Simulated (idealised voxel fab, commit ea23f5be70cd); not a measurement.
A process module follows: voxel wiring stack.
We display cut, a cross-section 205 nm in width whose square cells are each 5 nm.
For the purposes of this document, a cross-section shall be understood as a grid of square cells, specified as bands listed in top-to-bottom order, each band consisting of one or more rows of cells. Per band: top height and bottom height in nm, followed by the left-to-right materials and their widths in nm; "full width" marks a single material spanning edge to edge, "blank" marks empty space. Beneath 0, the wafer as received is one material, and that level is where height counting begins. The lowest band goes on downward without a bottom; it is written like "0 and below". Graded width ("30->40"): value in top row of band = first number; value in bottom row = second number; row-to-row change constant. Step marked "no change"? Then no cell in the cross-section changed in it. The entry "Enclosed void inventory" lists the empty spaces that cover at least 8 cells and have no open path to the top. Each is written as width x height at distance, where the distance is measured from the left edge and all three values are in nm. On each step's line, the part that comes after the settings is the simulator's own comment on the step. Each step line may optionally specify "overlay nm", which for a step with a mask gives the rightward distance between the mask's planned place and where it lay, a negative value indicating the leftward direction.
## List of planned process steps
1) RECEIVE, material Si
2) CONFORMAL_DEP, material SiO2, thk nm 15
3) DIRECTIONAL_DEP, material TiN, thk nm 5
4) DIRECTIONAL_DEP, material W, thk nm 25
5) DIRECTIONAL_DEP, material aC, thk nm 15
6) PATTERN, tone cover, mask id METAL_1, material resist, width nm 20, pitch nm 40, thk nm 30, overlay nm 0
7) DIRECTIONAL_ETCH, etch materials aC, depth nm 15
8) STRIP, etch materials resist
9) DIRECTIONAL_ETCH, etch materials W, depth nm 25
10) DIRECTIONAL_ETCH, etch materials TiN, depth nm 5
11) STRIP, etch materials aC
12) CONFORMAL_DEP, material SiCN, thk nm 5
13) FILL_DEP, material SiO2, thk nm 5
14) CMP, height nm 45
15) CONFORMAL_DEP, material SiCN, thk nm 5
16) DIRECTIONAL_DEP, material lowk, thk nm 30
17) MASKED_ETCH, tone open, mask id METAL_2_HOLES, width nm 15, pitch nm 80, etch materials lowk, depth nm 30, overlay nm 0
18) PATTERN, tone open, mask id METAL_2, material resist, width nm 20, pitch nm 40, thk nm 20, overlay nm 0
19) DIRECTIONAL_ETCH, etch materials lowk, depth nm 15
20) DIRECTIONAL_ETCH, etch materials SiCN, depth nm 5
21) STRIP, etch materials resist
22) CONFORMAL_DEP, material TiN, thk nm 5
23) FILL_DEP, material Cu, thk nm 5
24) CMP, height nm 80
25) CONFORMAL_DEP, material SiCN, thk nm 5
26) DIRECTIONAL_DEP, material SiO2, thk nm 30
27) MASKED_ETCH, tone open, mask id METAL_3, width nm 20, pitch nm 40, etch materials SiO2, depth nm 15, overlay nm 0
28) MASKED_ETCH, tone open, mask id METAL_3_HOLES, width nm 15, pitch nm 80, etch materials SiO2, depth nm 15, overlay nm 0
29) MASKED_ETCH, tone open, mask id METAL_3_HOLES, width nm 15, pitch nm 80, etch materials SiCN, depth nm 5, overlay nm 0
30) CONFORMAL_DEP, material TiN, thk nm 5
31) FILL_DEP, material Ru, thk nm 5
32) CMP, height nm 115
33) CONFORMAL_DEP, material SiCN, thk nm 5
34) DIRECTIONAL_DEP, material SiO2, thk nm 25
35) MASKED_ETCH, tone open, mask id METAL_4, width nm 20, pitch nm 40, etch materials SiO2, depth nm 15, overlay nm 0
36) PATTERN, tone open, mask id METAL_4_HOLES, material resist, width nm 15, pitch nm 80, thk nm 20, overlay nm 0
37) DIRECTIONAL_ETCH, etch materials SiO2, depth nm 10
38) DIRECTIONAL_ETCH, etch materials SiCN, depth nm 5
39) STRIP, etch materials resist
40) CONFORMAL_DEP, material TiN, thk nm 5
41) FILL_DEP, material Ru, thk nm 10
42) CMP, height nm 145
43) CONFORMAL_DEP, material SiN, thk nm 5
## first wafer, as planned
## Delivered wafer in cross-section: state after step 1
> 0 and below = Si full width
> Enclosed void inventory: none
## Cross-section: wafer state after step 2
> 15 down to 0 = SiO2 full width
> Below 0, the layers are the same as they were.
## Cross-section: wafer state after step 3
> 20 down to 15 = TiN full width
> Below 15, the layers are the same as they were.
## Cross-section: wafer state after step 4
> 45 down to 20 = W full width
> Below 20, the layers are the same as they were.
## Cross-section: wafer state after step 5
> 60 down to 45 = aC full width
> Below 45, the layers are the same as they were.
## Cross-section: wafer state after step 6
> 90 down to 60 = 30 of blank  20 of resist  20 of blank  20 of resist  20 of blank  20 of resist  20 of blank  20 of resist  35 of blank
> Below 60, the layers are the same as they were.
## Cross-section: wafer state after step 7
> 75 down to 60 = 30 of blank  20 of resist  20 of blank  20 of resist  20 of blank  20 of resist  20 of blank  20 of resist  35 of blank
> 60 down to 45 = 30 of blank  20 of aC  20 of blank  20 of aC  20 of blank  20 of aC  20 of blank  20 of aC  35 of blank
> Below 45, the layers are the same as they were.
## Cross-section: wafer state after step 8
> 60 down to 45 = 30 of blank  20 of aC  20 of blank  20 of aC  20 of blank  20 of aC  20 of blank  20 of aC  35 of blank
> Below 45, the layers are the same as they were.
## Cross-section: wafer state after step 9
> 60 down to 45 = 30 of blank  20 of aC  20 of blank  20 of aC  20 of blank  20 of aC  20 of blank  20 of aC  35 of blank
> 45 down to 20 = 30 of blank  20 of W  20 of blank  20 of W  20 of blank  20 of W  20 of blank  20 of W  35 of blank
> Below 20, the layers are the same as they were.
## Cross-section: wafer state after step 10
> 60 down to 45 = 30 of blank  20 of aC  20 of blank  20 of aC  20 of blank  20 of aC  20 of blank  20 of aC  35 of blank
> 45 down to 20 = 30 of blank  20 of W  20 of blank  20 of W  20 of blank  20 of W  20 of blank  20 of W  35 of blank
> 20 down to 15 = 30 of blank  20 of TiN  20 of blank  20 of TiN  20 of blank  20 of TiN  20 of blank  20 of TiN  35 of blank
> Below 15, the layers are the same as they were.
## Cross-section: wafer state after step 11
> 45 down to 20 = 30 of blank  20 of W  20 of blank  20 of W  20 of blank  20 of W  20 of blank  20 of W  35 of blank
> Below 20, the layers are the same as they were.
## Cross-section: wafer state after step 12
> 50 down to 45 = 25 of blank  30 of SiCN  10 of blank  30 of SiCN  10 of blank  30 of SiCN  10 of blank  30 of SiCN  30 of blank
> 45 down to 20 = 25 of blank  5 of SiCN  20 of W  5 of SiCN  10 of blank  5 of SiCN  20 of W  5 of SiCN  10 of blank  5 of SiCN  20 of W  5 of SiCN  10 of blank  5 of SiCN  20 of W  5 of SiCN  30 of blank
> 20 down to 15 = 30 of SiCN  20 of TiN  20 of SiCN  20 of TiN  20 of SiCN  20 of TiN  20 of SiCN  20 of TiN  35 of SiCN
> Below 15, the layers are the same as they were.
## Cross-section: wafer state after step 13
> 55 down to 50 = SiO2 full width
> 50 down to 45 = 25 of SiO2  30 of SiCN  10 of SiO2  30 of SiCN  10 of SiO2  30 of SiCN  10 of SiO2  30 of SiCN  30 of SiO2
> 45 down to 20 = 25 of SiO2  5 of SiCN  20 of W  5 of SiCN  10 of SiO2  5 of SiCN  20 of W  5 of SiCN  10 of SiO2  5 of SiCN  20 of W  5 of SiCN  10 of SiO2  5 of SiCN  20 of W  5 of SiCN  30 of SiO2
> Below 20, the layers are the same as they were.
## Cross-section: wafer state after step 14
> 45 down to 20 = 25 of SiO2  5 of SiCN  20 of W  5 of SiCN  10 of SiO2  5 of SiCN  20 of W  5 of SiCN  10 of SiO2  5 of SiCN  20 of W  5 of SiCN  10 of SiO2  5 of SiCN  20 of W  5 of SiCN  30 of SiO2
> Below 20, the layers are the same as they were.
## Cross-section: wafer state after step 15
> 50 down to 45 = SiCN full width
> Below 45, the layers are the same as they were.
## Cross-section: wafer state after step 16
> 80 down to 50 = lowk full width
> Below 50, the layers are the same as they were.
## Cross-section: wafer state after step 17
> 80 down to 50 = 30 of lowk  15 of blank  65 of lowk  15 of blank  80 of lowk
> Below 50, the layers are the same as they were.
## Cross-section: wafer state after step 18
> 100 down to 80 = 30 of resist  20 of blank  20 of resist  20 of blank  20 of resist  20 of blank  20 of resist  20 of blank  35 of resist
> Below 80, the layers are the same as they were.
## Cross-section: wafer state after step 19
> 100 down to 80 = 30 of resist  20 of blank  20 of resist  20 of blank  20 of resist  20 of blank  20 of resist  20 of blank  35 of resist
> 80 down to 65 = 30 of lowk  20 of blank  20 of lowk  20 of blank  20 of lowk  20 of blank  20 of lowk  20 of blank  35 of lowk
> Below 65, the layers are the same as they were.
## Cross-section: wafer state after step 20
> 100 down to 80 = 30 of resist  20 of blank  20 of resist  20 of blank  20 of resist  20 of blank  20 of resist  20 of blank  35 of resist
> 80 down to 65 = 30 of lowk  20 of blank  20 of lowk  20 of blank  20 of lowk  20 of blank  20 of lowk  20 of blank  35 of lowk
> 65 down to 50 = 30 of lowk  15 of blank  65 of lowk  15 of blank  80 of lowk
> 50 down to 45 = 30 of SiCN  15 of blank  65 of SiCN  15 of blank  80 of SiCN
> Below 45, the layers are the same as they were.
## Cross-section: wafer state after step 21
> 80 down to 65 = 30 of lowk  20 of blank  20 of lowk  20 of blank  20 of lowk  20 of blank  20 of lowk  20 of blank  35 of lowk
> Below 65, the layers are the same as they were.
## Cross-section: wafer state after step 22
> 85 down to 80 = 35 of TiN  10 of blank  30 of TiN  10 of blank  30 of TiN  10 of blank  30 of TiN  10 of blank  40 of TiN
> 80 down to 70 = 30 of lowk  5 of TiN  10 of blank  5 of TiN  20 of lowk  5 of TiN  10 of blank  5 of TiN  20 of lowk  5 of TiN  10 of blank  5 of TiN  20 of lowk  5 of TiN  10 of blank  5 of TiN  35 of lowk
> 70 down to 65 = 30 of lowk  5 of TiN  5 of blank  10 of TiN  20 of lowk  20 of TiN  20 of lowk  5 of TiN  5 of blank  10 of TiN  20 of lowk  20 of TiN  35 of lowk
> 65 down to 50 = 30 of lowk  5 of TiN  5 of blank  5 of TiN  65 of lowk  5 of TiN  5 of blank  5 of TiN  80 of lowk
> 50 down to 45 = 30 of SiCN  15 of TiN  65 of SiCN  15 of TiN  80 of SiCN
> Below 45, the layers are the same as they were.
## Cross-section: wafer state after step 23
> 90 down to 85 = Cu full width
> 85 down to 80 = 35 of TiN  10 of Cu  30 of TiN  10 of Cu  30 of TiN  10 of Cu  30 of TiN  10 of Cu  40 of TiN
> 80 down to 70 = 30 of lowk  5 of TiN  10 of Cu  5 of TiN  20 of lowk  5 of TiN  10 of Cu  5 of TiN  20 of lowk  5 of TiN  10 of Cu  5 of TiN  20 of lowk  5 of TiN  10 of Cu  5 of TiN  35 of lowk
> 70 down to 65 = 30 of lowk  5 of TiN  5 of Cu  10 of TiN  20 of lowk  20 of TiN  20 of lowk  5 of TiN  5 of Cu  10 of TiN  20 of lowk  20 of TiN  35 of lowk
> 65 down to 50 = 30 of lowk  5 of TiN  5 of Cu  5 of TiN  65 of lowk  5 of TiN  5 of Cu  5 of TiN  80 of lowk
> Below 50, the layers are the same as they were.
## Cross-section: wafer state after step 24
> 80 down to 70 = 30 of lowk  5 of TiN  10 of Cu  5 of TiN  20 of lowk  5 of TiN  10 of Cu  5 of TiN  20 of lowk  5 of TiN  10 of Cu  5 of TiN  20 of lowk  5 of TiN  10 of Cu  5 of TiN  35 of lowk
> Below 70, the layers are the same as they were.
## Cross-section: wafer state after step 25
> 85 down to 80 = SiCN full width
> Below 80, the layers are the same as they were.
## Cross-section: wafer state after step 26
> 115 down to 85 = SiO2 full width
> Below 85, the layers are the same as they were.
## Cross-section: wafer state after step 27
> 115 down to 100 = 30 of SiO2  20 of blank  20 of SiO2  20 of blank  20 of SiO2  20 of blank  20 of SiO2  20 of blank  35 of SiO2
> Below 100, the layers are the same as they were.
## Cross-section: wafer state after step 28
> 115 down to 100 = 30 of SiO2  20 of blank  20 of SiO2  20 of blank  20 of SiO2  20 of blank  20 of SiO2  20 of blank  35 of SiO2
> 100 down to 85 = 30 of SiO2  15 of blank  65 of SiO2  15 of blank  80 of SiO2
> Below 85, the layers are the same as they were.
## Cross-section: wafer state after step 29
> 115 down to 100 = 30 of SiO2  20 of blank  20 of SiO2  20 of blank  20 of SiO2  20 of blank  20 of SiO2  20 of blank  35 of SiO2
> 100 down to 85 = 30 of SiO2  15 of blank  65 of SiO2  15 of blank  80 of SiO2
> 85 down to 80 = 30 of SiCN  15 of blank  65 of SiCN  15 of blank  80 of SiCN
> Below 80, the layers are the same as they were.
## Cross-section: wafer state after step 30
> 120 down to 115 = 35 of TiN  10 of blank  30 of TiN  10 of blank  30 of TiN  10 of blank  30 of TiN  10 of blank  40 of TiN
> 115 down to 105 = 30 of SiO2  5 of TiN  10 of blank  5 of TiN  20 of SiO2  5 of TiN  10 of blank  5 of TiN  20 of SiO2  5 of TiN  10 of blank  5 of TiN  20 of SiO2  5 of TiN  10 of blank  5 of TiN  35 of SiO2
> 105 down to 100 = 30 of SiO2  5 of TiN  5 of blank  10 of TiN  20 of SiO2  20 of TiN  20 of SiO2  5 of TiN  5 of blank  10 of TiN  20 of SiO2  20 of TiN  35 of SiO2
> 100 down to 85 = 30 of SiO2  5 of TiN  5 of blank  5 of TiN  65 of SiO2  5 of TiN  5 of blank  5 of TiN  80 of SiO2
> 85 down to 80 = 30 of SiCN  15 of TiN  65 of SiCN  15 of TiN  80 of SiCN
> Below 80, the layers are the same as they were.
## Cross-section: wafer state after step 31
> 125 down to 120 = Ru full width
> 120 down to 115 = 35 of TiN  10 of Ru  30 of TiN  10 of Ru  30 of TiN  10 of Ru  30 of TiN  10 of Ru  40 of TiN
> 115 down to 105 = 30 of SiO2  5 of TiN  10 of Ru  5 of TiN  20 of SiO2  5 of TiN  10 of Ru  5 of TiN  20 of SiO2  5 of TiN  10 of Ru  5 of TiN  20 of SiO2  5 of TiN  10 of Ru  5 of TiN  35 of SiO2
> 105 down to 100 = 30 of SiO2  5 of TiN  5 of Ru  10 of TiN  20 of SiO2  20 of TiN  20 of SiO2  5 of TiN  5 of Ru  10 of TiN  20 of SiO2  20 of TiN  35 of SiO2
> 100 down to 85 = 30 of SiO2  5 of TiN  5 of Ru  5 of TiN  65 of SiO2  5 of TiN  5 of Ru  5 of TiN  80 of SiO2
> Below 85, the layers are the same as they were.
## Cross-section: wafer state after step 32
> 115 down to 105 = 30 of SiO2  5 of TiN  10 of Ru  5 of TiN  20 of SiO2  5 of TiN  10 of Ru  5 of TiN  20 of SiO2  5 of TiN  10 of Ru  5 of TiN  20 of SiO2  5 of TiN  10 of Ru  5 of TiN  35 of SiO2
> Below 105, the layers are the same as they were.
## Cross-section: wafer state after step 33
> 120 down to 115 = SiCN full width
> Below 115, the layers are the same as they were.
## Cross-section: wafer state after step 34
> 145 down to 120 = SiO2 full width
> Below 120, the layers are the same as they were.
## Cross-section: wafer state after step 35
> 145 down to 130 = 30 of SiO2  20 of blank  20 of SiO2  20 of blank  20 of SiO2  20 of blank  20 of SiO2  20 of blank  35 of SiO2
> Below 130, the layers are the same as they were.
## Cross-section: wafer state after step 36
> 165 down to 145 = 30 of resist  15 of blank  65 of resist  15 of blank  80 of resist
> 145 down to 130 = 30 of SiO2  15 of blank  5 of resist  20 of SiO2  20 of resist  20 of SiO2  15 of blank  5 of resist  20 of SiO2  20 of resist  35 of SiO2
> Below 130, the layers are the same as they were.
## Cross-section: wafer state after step 37
> 165 down to 145 = 30 of resist  15 of blank  65 of resist  15 of blank  80 of resist
> 145 down to 130 = 30 of SiO2  15 of blank  5 of resist  20 of SiO2  20 of resist  20 of SiO2  15 of blank  5 of resist  20 of SiO2  20 of resist  35 of SiO2
> 130 down to 120 = 30 of SiO2  15 of blank  65 of SiO2  15 of blank  80 of SiO2
> Below 120, the layers are the same as they were.
## Cross-section: wafer state after step 38
> 165 down to 145 = 30 of resist  15 of blank  65 of resist  15 of blank  80 of resist
> 145 down to 130 = 30 of SiO2  15 of blank  5 of resist  20 of SiO2  20 of resist  20 of SiO2  15 of blank  5 of resist  20 of SiO2  20 of resist  35 of SiO2
> 130 down to 120 = 30 of SiO2  15 of blank  65 of SiO2  15 of blank  80 of SiO2
> 120 down to 115 = 30 of SiCN  15 of blank  65 of SiCN  15 of blank  80 of SiCN
> Below 115, the layers are the same as they were.
## Cross-section: wafer state after step 39
> 145 down to 130 = 30 of SiO2  20 of blank  20 of SiO2  20 of blank  20 of SiO2  20 of blank  20 of SiO2  20 of blank  35 of SiO2
> Below 130, the layers are the same as they were.
## Cross-section: wafer state after step 40
> 150 down to 145 = 35 of TiN  10 of blank  30 of TiN  10 of blank  30 of TiN  10 of blank  30 of TiN  10 of blank  40 of TiN
> 145 down to 135 = 30 of SiO2  5 of TiN  10 of blank  5 of TiN  20 of SiO2  5 of TiN  10 of blank  5 of TiN  20 of SiO2  5 of TiN  10 of blank  5 of TiN  20 of SiO2  5 of TiN  10 of blank  5 of TiN  35 of SiO2
> 135 down to 130 = 30 of SiO2  5 of TiN  5 of blank  10 of TiN  20 of SiO2  20 of TiN  20 of SiO2  5 of TiN  5 of blank  10 of TiN  20 of SiO2  20 of TiN  35 of SiO2
> 130 down to 120 = 30 of SiO2  5 of TiN  5 of blank  5 of TiN  65 of SiO2  5 of TiN  5 of blank  5 of TiN  80 of SiO2
> 120 down to 115 = 30 of SiCN  15 of TiN  65 of SiCN  15 of TiN  80 of SiCN
> Below 115, the layers are the same as they were.
## Cross-section: wafer state after step 41
> 160 down to 150 = Ru full width
> 150 down to 145 = 35 of TiN  10 of Ru  30 of TiN  10 of Ru  30 of TiN  10 of Ru  30 of TiN  10 of Ru  40 of TiN
> 145 down to 135 = 30 of SiO2  5 of TiN  10 of Ru  5 of TiN  20 of SiO2  5 of TiN  10 of Ru  5 of TiN  20 of SiO2  5 of TiN  10 of Ru  5 of TiN  20 of SiO2  5 of TiN  10 of Ru  5 of TiN  35 of SiO2
> 135 down to 130 = 30 of SiO2  5 of TiN  5 of Ru  10 of TiN  20 of SiO2  20 of TiN  20 of SiO2  5 of TiN  5 of Ru  10 of TiN  20 of SiO2  20 of TiN  35 of SiO2
> 130 down to 120 = 30 of SiO2  5 of TiN  5 of Ru  5 of TiN  65 of SiO2  5 of TiN  5 of Ru  5 of TiN  80 of SiO2
> Below 120, the layers are the same as they were.
## Cross-section: wafer state after step 42
> 145 down to 135 = 30 of SiO2  5 of TiN  10 of Ru  5 of TiN  20 of SiO2  5 of TiN  10 of Ru  5 of TiN  20 of SiO2  5 of TiN  10 of Ru  5 of TiN  20 of SiO2  5 of TiN  10 of Ru  5 of TiN  35 of SiO2
> Below 135, the layers are the same as they were.
## Cross-section: wafer state after step 43
> 150 down to 145 = SiN full width
> Below 145, the layers are the same as they were.
## Okay, second wafer. Nothing different at the start, nothing different in the plan, just one mistake somewhere in the running. As far as step 27, counting that step, it's the first wafer all over again
## X-section, second wafer, when step 28 was due to finish
> 115 down to 100 = 30 of SiO2  20 of blank  20 of SiO2  20 of blank  20 of SiO2  20 of blank  20 of SiO2  20 of blank  35 of SiO2
> 100 down to 85 = 30 of SiO2  20 of blank  60 of SiO2  20 of blank  75 of SiO2
> Below 85, the layers are the same as they were.
## X-section, second wafer, when step 29 was due to finish
> 115 down to 100 = 30 of SiO2  20 of blank  20 of SiO2  20 of blank  20 of SiO2  20 of blank  20 of SiO2  20 of blank  35 of SiO2
> 100 down to 85 = 30 of SiO2  20 of blank  60 of SiO2  20 of blank  75 of SiO2
> 85 down to 80 = 30 of SiCN  15 of blank  65 of SiCN  15 of blank  80 of SiCN
> Below 80, the layers are the same as they were.
## X-section, second wafer, when step 30 was due to finish
> 120 down to 115 = 35 of TiN  10 of blank  30 of TiN  10 of blank  30 of TiN  10 of blank  30 of TiN  10 of blank  40 of TiN
> 115 down to 105 = 30 of SiO2  5 of TiN  10 of blank  5 of TiN  20 of SiO2  5 of TiN  10 of blank  5 of TiN  20 of SiO2  5 of TiN  10 of blank  5 of TiN  20 of SiO2  5 of TiN  10 of blank  5 of TiN  35 of SiO2
> 105 down to 100 = 30 of SiO2  5 of TiN  10 of blank  5 of TiN  20 of SiO2  20 of TiN  20 of SiO2  5 of TiN  10 of blank  5 of TiN  20 of SiO2  20 of TiN  35 of SiO2
> 100 down to 90 = 30 of SiO2  5 of TiN  10 of blank  5 of TiN  60 of SiO2  5 of TiN  10 of blank  5 of TiN  75 of SiO2
> 90 down to 85 = 30 of SiO2  5 of TiN  5 of blank  10 of TiN  60 of SiO2  5 of TiN  5 of blank  10 of TiN  75 of SiO2
> 85 down to 80 = 30 of SiCN  15 of TiN  65 of SiCN  15 of TiN  80 of SiCN
> Below 80, the layers are the same as they were.
## X-section, second wafer, when step 31 was due to finish
> 125 down to 120 = Ru full width
> 120 down to 115 = 35 of TiN  10 of Ru  30 of TiN  10 of Ru  30 of TiN  10 of Ru  30 of TiN  10 of Ru  40 of TiN
> 115 down to 105 = 30 of SiO2  5 of TiN  10 of Ru  5 of TiN  20 of SiO2  5 of TiN  10 of Ru  5 of TiN  20 of SiO2  5 of TiN  10 of Ru  5 of TiN  20 of SiO2  5 of TiN  10 of Ru  5 of TiN  35 of SiO2
> 105 down to 100 = 30 of SiO2  5 of TiN  10 of Ru  5 of TiN  20 of SiO2  20 of TiN  20 of SiO2  5 of TiN  10 of Ru  5 of TiN  20 of SiO2  20 of TiN  35 of SiO2
> 100 down to 90 = 30 of SiO2  5 of TiN  10 of Ru  5 of TiN  60 of SiO2  5 of TiN  10 of Ru  5 of TiN  75 of SiO2
> 90 down to 85 = 30 of SiO2  5 of TiN  5 of Ru  10 of TiN  60 of SiO2  5 of TiN  5 of Ru  10 of TiN  75 of SiO2
> Below 85, the layers are the same as they were.
## X-section, second wafer, when step 32 was due to finish
> 115 down to 105 = 30 of SiO2  5 of TiN  10 of Ru  5 of TiN  20 of SiO2  5 of TiN  10 of Ru  5 of TiN  20 of SiO2  5 of TiN  10 of Ru  5 of TiN  20 of SiO2  5 of TiN  10 of Ru  5 of TiN  35 of SiO2
> Below 105, the layers are the same as they were.
## X-section, second wafer, when step 33 was due to finish
> 120 down to 115 = SiCN full width
> Below 115, the layers are the same as they were.
## X-section, second wafer, when step 34 was due to finish
> 145 down to 120 = SiO2 full width
> Below 120, the layers are the same as they were.
## X-section, second wafer, when step 35 was due to finish
> 145 down to 130 = 30 of SiO2  20 of blank  20 of SiO2  20 of blank  20 of SiO2  20 of blank  20 of SiO2  20 of blank  35 of SiO2
> Below 130, the layers are the same as they were.
## X-section, second wafer, when step 36 was due to finish
> 165 down to 145 = 30 of resist  15 of blank  65 of resist  15 of blank  80 of resist
> 145 down to 130 = 30 of SiO2  15 of blank  5 of resist  20 of SiO2  20 of resist  20 of SiO2  15 of blank  5 of resist  20 of SiO2  20 of resist  35 of SiO2
> Below 130, the layers are the same as they were.
## X-section, second wafer, when step 37 was due to finish
> 165 down to 145 = 30 of resist  15 of blank  65 of resist  15 of blank  80 of resist
> 145 down to 130 = 30 of SiO2  15 of blank  5 of resist  20 of SiO2  20 of resist  20 of SiO2  15 of blank  5 of resist  20 of SiO2  20 of resist  35 of SiO2
> 130 down to 120 = 30 of SiO2  15 of blank  65 of SiO2  15 of blank  80 of SiO2
> Below 120, the layers are the same as they were.
## X-section, second wafer, when step 38 was due to finish
> 165 down to 145 = 30 of resist  15 of blank  65 of resist  15 of blank  80 of resist
> 145 down to 130 = 30 of SiO2  15 of blank  5 of resist  20 of SiO2  20 of resist  20 of SiO2  15 of blank  5 of resist  20 of SiO2  20 of resist  35 of SiO2
> 130 down to 120 = 30 of SiO2  15 of blank  65 of SiO2  15 of blank  80 of SiO2
> 120 down to 115 = 30 of SiCN  15 of blank  65 of SiCN  15 of blank  80 of SiCN
> Below 115, the layers are the same as they were.
## X-section, second wafer, when step 39 was due to finish
> 145 down to 130 = 30 of SiO2  20 of blank  20 of SiO2  20 of blank  20 of SiO2  20 of blank  20 of SiO2  20 of blank  35 of SiO2
> Below 130, the layers are the same as they were.
## X-section, second wafer, when step 40 was due to finish
> 150 down to 145 = 35 of TiN  10 of blank  30 of TiN  10 of blank  30 of TiN  10 of blank  30 of TiN  10 of blank  40 of TiN
> 145 down to 135 = 30 of SiO2  5 of TiN  10 of blank  5 of TiN  20 of SiO2  5 of TiN  10 of blank  5 of TiN  20 of SiO2  5 of TiN  10 of blank  5 of TiN  20 of SiO2  5 of TiN  10 of blank  5 of TiN  35 of SiO2
> 135 down to 130 = 30 of SiO2  5 of TiN  5 of blank  10 of TiN  20 of SiO2  20 of TiN  20 of SiO2  5 of TiN  5 of blank  10 of TiN  20 of SiO2  20 of TiN  35 of SiO2
> 130 down to 120 = 30 of SiO2  5 of TiN  5 of blank  5 of TiN  65 of SiO2  5 of TiN  5 of blank  5 of TiN  80 of SiO2
> 120 down to 115 = 30 of SiCN  15 of TiN  65 of SiCN  15 of TiN  80 of SiCN
> Below 115, the layers are the same as they were.
## X-section, second wafer, when step 41 was due to finish
> 160 down to 150 = Ru full width
> 150 down to 145 = 35 of TiN  10 of Ru  30 of TiN  10 of Ru  30 of TiN  10 of Ru  30 of TiN  10 of Ru  40 of TiN
> 145 down to 135 = 30 of SiO2  5 of TiN  10 of Ru  5 of TiN  20 of SiO2  5 of TiN  10 of Ru  5 of TiN  20 of SiO2  5 of TiN  10 of Ru  5 of TiN  20 of SiO2  5 of TiN  10 of Ru  5 of TiN  35 of SiO2
> 135 down to 130 = 30 of SiO2  5 of TiN  5 of Ru  10 of TiN  20 of SiO2  20 of TiN  20 of SiO2  5 of TiN  5 of Ru  10 of TiN  20 of SiO2  20 of TiN  35 of SiO2
> 130 down to 120 = 30 of SiO2  5 of TiN  5 of Ru  5 of TiN  65 of SiO2  5 of TiN  5 of Ru  5 of TiN  80 of SiO2
> Below 120, the layers are the same as they were.
## X-section, second wafer, when step 42 was due to finish
> 145 down to 135 = 30 of SiO2  5 of TiN  10 of Ru  5 of TiN  20 of SiO2  5 of TiN  10 of Ru  5 of TiN  20 of SiO2  5 of TiN  10 of Ru  5 of TiN  20 of SiO2  5 of TiN  10 of Ru  5 of TiN  35 of SiO2
> Below 135, the layers are the same as they were.
## X-section, second wafer, when step 43 was due to finish
> 150 down to 145 = SiN full width
> Below 145, the layers are the same as they were.
Deviation from plan: step 28 deviated from plan and actually ran as MASKED_ETCH, tone open, mask id METAL_3_HOLES, width nm 20, pitch nm 80, etch materials SiO2, depth nm 15, overlay nm 0
Per the end-of-run cell counts, the second wafer holds more or fewer of some materials than the first: +6 Ru; -6 SiO2
